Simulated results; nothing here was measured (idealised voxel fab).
You're looking at the process module voxel transistor to metal.
The width of the displayed cross-section, cut, is 270 nm; its cells are square, with a size of 5 nm.
For the purposes of this document, a cross-section shall be understood as a grid of square cells, specified as bands listed in top-to-bottom order, each band consisting of one or more rows of cells. Each band's line starts with the height of the band's top and of its bottom, in nm. Then come its materials from left to right, each with its width in nm. One material with "full width" fills the band from edge to edge. "air" is empty space. Basically, 0 is our baseline, since under it the wafer straight out of the box is all one material. The bottom band has no lower end and keeps on going down, so it looks like "0 -> down". It should be noted that a width expressed as "30 to 40" varies in equal increments from row to row of cells within the band, taking the value of the first number at the top row and that of the second number at the bottom row. "no alteration" -> step changed no cross-section cell. Listed in "Listed closed voids": every empty space of 8 or more cells without an open way to the top. Form: width x height at distance, the distance being from the left edge, all in nm. Post-settings text on a step line: simulator's own remark regarding the step. What "overlay nm" on a step's line means: if the step has a mask, that mask lay this far to the right of its planned place, or, when the value is negative, to the left.
Steps in the process plan
- 1: RECEIVE [material Si]
- 2: OXIDIZE [depth nm 5]
- 3: CONFORMAL_DEP [material SiN] [thk nm 15]
- 4: MASKED_ETCH [tone cover] [mask id ACTIVE] [width nm 105] [pitch nm 135] [etch materials SiN] [depth nm 15] [overlay nm 0]
- 5: MASKED_ETCH [tone cover] [mask id ACTIVE] [width nm 105] [pitch nm 135] [etch materials SiO2] [depth nm 5] [overlay nm 0]
- 6: MASKED_ETCH [tone cover] [mask id ACTIVE] [width nm 105] [pitch nm 135] [etch materials Si] [depth nm 35] [overlay nm 0]
- 7: OXIDIZE [depth nm 5]
- 8: FILL_DEP [material SiO2] [thk nm 15]
- 9: CMP [height nm 15]
- 10: SELECTIVE_ETCH [etch materials SiO2] [depth nm 15]
- 11: STRIP [etch materials SiN]
- 12: SELECTIVE_ETCH [etch materials SiO2] [depth nm 5]
- 13: OXIDIZE [depth nm 5]
- 14: DIRECTIONAL_DEP [material polySi] [thk nm 25]
- 15: DIRECTIONAL_DEP [material SiCN] [thk nm 15]
- 16: MASKED_ETCH [tone cover] [mask id GATE] [width nm 25] [pitch nm 135] [etch materials SiCN] [depth nm 25] [overlay nm 0]
- 17: MASKED_ETCH [tone cover] [mask id GATE] [width nm 25] [pitch nm 135] [etch materials polySi] [depth nm 35] [overlay nm 0]
- 18: CONFORMAL_DEP [material SiO2] [thk nm 5]
- 19: DIRECTIONAL_ETCH [etch materials SiO2] [depth nm 5]
- 20: CONFORMAL_DEP [material SiN] [thk nm 10]
- 21: DIRECTIONAL_ETCH [etch materials SiN] [depth nm 10]
- 22: DIRECTIONAL_ETCH [etch materials SiO2] [depth nm 5]
- 23: DIRECTIONAL_ETCH [etch materials Si] [depth nm 5]
- 24: EPI [material pSi] [thk nm 10]
- 25: FILL_DEP [material SiO2] [thk nm 10]
- 26: CMP [height nm 20]
- 27: STRIP [etch materials polySi]
- 28: SELECTIVE_ETCH [etch materials SiO2] [depth nm 5]
- 29: CONFORMAL_DEP [material HfO2] [thk nm 5]
- 30: CONFORMAL_DEP [material TiN] [thk nm 5]
- 31: FILL_DEP [material W] [thk nm 10]
- 32: CMP [height nm 15]
- 33: DIRECTIONAL_DEP [material SiO2] [thk nm 10]
- 34: DIRECTIONAL_DEP [material aC] [thk nm 10]
- 35: PATTERN [tone open] [mask id CONTACT] [material resist] [width nm 20] [thk nm 30] [overlay nm 0]
- 36: DIRECTIONAL_ETCH [etch materials aC] [depth nm 10]
- 37: STRIP [etch materials resist]
- 38: DIRECTIONAL_ETCH [etch materials SiO2] [depth nm 30]
- 39: STRIP [etch materials aC]
- 40: CONFORMAL_DEP [material TiN] [thk nm 5]
- 41: FILL_DEP [material W] [thk nm 10]
- 42: CMP [height nm 25]
- 43: CONFORMAL_DEP [material SiN] [thk nm 5]
- 44: DIRECTIONAL_DEP [material lowk] [thk nm 25]
- 45: DIRECTIONAL_DEP [material aC] [thk nm 15]
- 46: PATTERN [tone open] [mask id METAL_1] [material resist] [width nm 20] [thk nm 30] [overlay nm 0]
- 47: DIRECTIONAL_ETCH [etch materials aC] [depth nm 15]
- 48: STRIP [etch materials resist]
- 49: DIRECTIONAL_ETCH [etch materials lowk] [depth nm 25]
- 50: DIRECTIONAL_ETCH [etch materials SiN] [depth nm 5]
- 51: STRIP [etch materials aC]
- 52: CONFORMAL_DEP [material TiN] [thk nm 5]
- 53: FILL_DEP [material Cu] [thk nm 5]
- 54: CMP [height nm 55]
- 55: EPI [material Ru] [thk nm 5]
- 56: FILL_DEP [material SiCN] [thk nm 5]
This is the cross-section of the wafer as we received it, i.e. after step 1
	0 -> down | Si full width
	Listed closed voids: none
first wafer at the end, as planned
	65 -> 60 | SiCN full width
	60 -> 55 | SiCN (15), then Ru (30), then SiCN (45), then Ru (30), then SiCN (30), then Ru (30), then SiCN (45), then Ru (30), then SiCN (15)
	55 -> 30 | lowk (20), then TiN (5), then Cu (10), then TiN (5), then lowk (55), then TiN (5), then Cu (10), then TiN (5), then lowk (40), then TiN (5), then Cu (10), then TiN (5), then lowk (55), then TiN (5), then Cu (10), then TiN (5), then lowk (20)
	30 -> 25 | SiN (20), then TiN (20), then SiN (55), then TiN (20), then SiN (40), then TiN (20), then SiN (55), then TiN (20), then SiN (20)
	25 -> 15 | SiO2 (20), then TiN (5), then W (10), then TiN (5), then SiO2 (55), then TiN (5), then W (10), then TiN (5), then SiO2 (40), then TiN (5), then W (10), then TiN (5), then SiO2 (55), then TiN (5), then W (10), then TiN (5), then SiO2 (20)
	15 -> 5 | SiO2 (20), then TiN (5), then W (10), then TiN (5), then SiN (10), then HfO2 (5), then TiN (5), then W (15), then TiN (5), then HfO2 (5), then SiN (10), then TiN (5), then W (10), then TiN (5), then SiO2 (40), then TiN (5), then W (10), then TiN (5), then SiN (10), then HfO2 (5), then TiN (5), then W (15), then TiN (5), then HfO2 (5), then SiN (10), then TiN (5), then W (10), then TiN (5), then SiO2 (20)
	5 -> 0 | SiO2 (20), then TiN (20), then SiN (10), then HfO2 (5), then TiN (5), then W (15), then TiN (5), then HfO2 (5), then SiN (10), then TiN (20), then SiO2 (40), then TiN (20), then SiN (10), then HfO2 (5), then TiN (5), then W (15), then TiN (5), then HfO2 (5), then SiN (10), then TiN (20), then SiO2 (20)
	0 -> -5 | SiO2 (20), then TiN (10), then pSi (10), then SiN (10), then HfO2 (5), then TiN (25), then HfO2 (5), then SiN (10), then pSi (10), then TiN (10), then SiO2 (40), then TiN (10), then pSi (10), then SiN (10), then HfO2 (5), then TiN (25), then HfO2 (5), then SiN (10), then pSi (10), then TiN (10), then SiO2 (20)
	-5 -> -10 | SiO2 (15), then pSi (25), then SiO2 (10), then HfO2 (35), then SiO2 (10), then pSi (25), then SiO2 (30), then pSi (25), then SiO2 (10), then HfO2 (35), then SiO2 (10), then pSi (25), then SiO2 (15)
	-10 -> -15 | SiO2 (20), then pSi (20), then Si (55), then pSi (20), then SiO2 (40), then pSi (20), then Si (55), then pSi (20), then SiO2 (20)
	-15 -> -45 | SiO2 (20), then Si (95), then SiO2 (40), then Si (95), then SiO2 (20)
	-45 -> down | Si full width
	Listed closed voids: none
End of module, second wafer, cross-section. Started like the first, planned like the first, run with one mistake
	65 -> 60 | SiCN full width
	60 -> 55 | SiCN (15), then Ru (30), then SiCN (45), then Ru (30), then SiCN (30), then Ru (30), then SiCN (45), then Ru (30), then SiCN (15)
	55 -> 30 | lowk (20), then TiN (5), then Cu (10), then TiN (5), then lowk (55), then TiN (5), then Cu (10), then TiN (5), then lowk (40), then TiN (5), then Cu (10), then TiN (5), then lowk (55), then TiN (5), then Cu (10), then TiN (5), then lowk (20)
	30 -> 25 | SiN (20), then TiN (20), then SiN (55), then TiN (20), then SiN (40), then TiN (20), then SiN (55), then TiN (20), then SiN (20)
	25 -> 15 | SiO2 (20), then TiN (5), then W (10), then TiN (5), then SiO2 (55), then TiN (5), then W (10), then TiN (5), then SiO2 (40), then TiN (5), then W (10), then TiN (5), then SiO2 (55), then TiN (5), then W (10), then TiN (5), then SiO2 (20)
	15 -> 5 | SiO2 (20), then TiN (5), then W (10), then TiN (5), then SiN (10), then HfO2 (5), then lowk (5), then W (15), then lowk (5), then HfO2 (5), then SiN (10), then TiN (5), then W (10), then TiN (5), then SiO2 (40), then TiN (5), then W (10), then TiN (5), then SiN (10), then HfO2 (5), then lowk (5), then W (15), then lowk (5), then HfO2 (5), then SiN (10), then TiN (5), then W (10), then TiN (5), then SiO2 (20)
	5 -> 0 | SiO2 (20), then TiN (20), then SiN (10), then HfO2 (5), then lowk (5), then W (15), then lowk (5), then HfO2 (5), then SiN (10), then TiN (20), then SiO2 (40), then TiN (20), then SiN (10), then HfO2 (5), then lowk (5), then W (15), then lowk (5), then HfO2 (5), then SiN (10), then TiN (20), then SiO2 (20)
	0 -> -5 | SiO2 (20), then TiN (10), then pSi (10), then SiN (10), then HfO2 (5), then lowk (25), then HfO2 (5), then SiN (10), then pSi (10), then TiN (10), then SiO2 (40), then TiN (10), then pSi (10), then SiN (10), then HfO2 (5), then lowk (25), then HfO2 (5), then SiN (10), then pSi (10), then TiN (10), then SiO2 (20)
	-5 -> -10 | SiO2 (15), then pSi (25), then SiO2 (10), then HfO2 (35), then SiO2 (10), then pSi (25), then SiO2 (30), then pSi (25), then SiO2 (10), then HfO2 (35), then SiO2 (10), then pSi (25), then SiO2 (15)
	-10 -> -15 | SiO2 (20), then pSi (20), then Si (55), then pSi (20), then SiO2 (40), then pSi (20), then Si (55), then pSi (20), then SiO2 (20)
	-15 -> -45 | SiO2 (20), then Si (95), then SiO2 (40), then Si (95), then SiO2 (20)
	-45 -> down | Si full width
	Listed closed voids: none
Processing error: step 30 did not happen as planned, as run it was CONFORMAL_DEP [material lowk] [thk nm 5]
Per the end-of-run cell counts, the second wafer holds more or fewer of some materials than the first: TiN -22, lowk +22
